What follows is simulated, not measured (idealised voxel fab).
Process module in this document: voxel fin reveal
The width of the displayed cross-section, cut, is 175 nm; its cells are square, with a size of 5 nm.
Cross-section = grid of square cells, listed top down in bands; band = one or more rows.
Per band: top height and bottom height in nm, followed by the left-to-right materials and their widths in nm; "full width" marks a single material spanning edge to edge, "empty" marks empty space.
Note: height 0 marks the level under which the wafer is uniformly one material as received. Lowest band unbounded below, written "0 and below".
It should be noted that a width expressed as "30->40" varies in equal increments from row to row of cells within the band, taking the value of the first number at the top row and that of the second number at the bottom row.
"no change occurred" -> step changed no cross-section cell.
What "Closed void roster" gives you is every empty space of 8 cells or more that is cut off from the top. Each appears as width x height at distance, with the distance taken from the left edge and width, height and distance all in nm.
That trailing text on a step's line, after the settings, is the simulator's own remark on the step.
overlay nm, on a step with a mask: how far to the right of its planned place the mask lay; to the left if negative

# plan
1,RECEIVE (material Si)
2,CONFORMAL_DEP (material SiN; thk nm 10)
3,DIRECTIONAL_DEP (material aC; thk nm 10)
4,PATTERN (tone cover; mask id FINS; material resist; width nm 15; pitch nm 45; thk nm 25; overlay nm 0)
5,DIRECTIONAL_ETCH (etch materials aC; depth nm 10)
6,STRIP (etch materials resist)
7,DIRECTIONAL_ETCH (etch materials SiN; depth nm 10)
8,DIRECTIONAL_ETCH (etch materials Si; depth nm 35)
9,STRIP (etch materials aC)
10,FILL_DEP (material SiO2; thk nm 15)
11,CMP (height nm 10)
12,SELECTIVE_ETCH (etch materials SiO2; depth nm 35)
13,STRIP (etch materials SiN)

# Cross-sectional view of the wafer in its as-received condition, corresponding to the state after step 1
> 0 and below: Si full width
> Closed void roster: none

# a wafer at the end: this start, this plan, one mistake
> 0 down to -25: empty (35)  Si (15)  empty (30)  Si (15)  empty (30)  Si (15)  empty (35)
> -25 down to -70: SiO2 (35)  Si (15)  SiO2 (30)  Si (15)  SiO2 (30)  Si (15)  SiO2 (35)
> -70 and below: Si full width
> Closed void roster: none
Heads up, the wafer didn't run the way we planned it: step 8 of the plan was performed twice
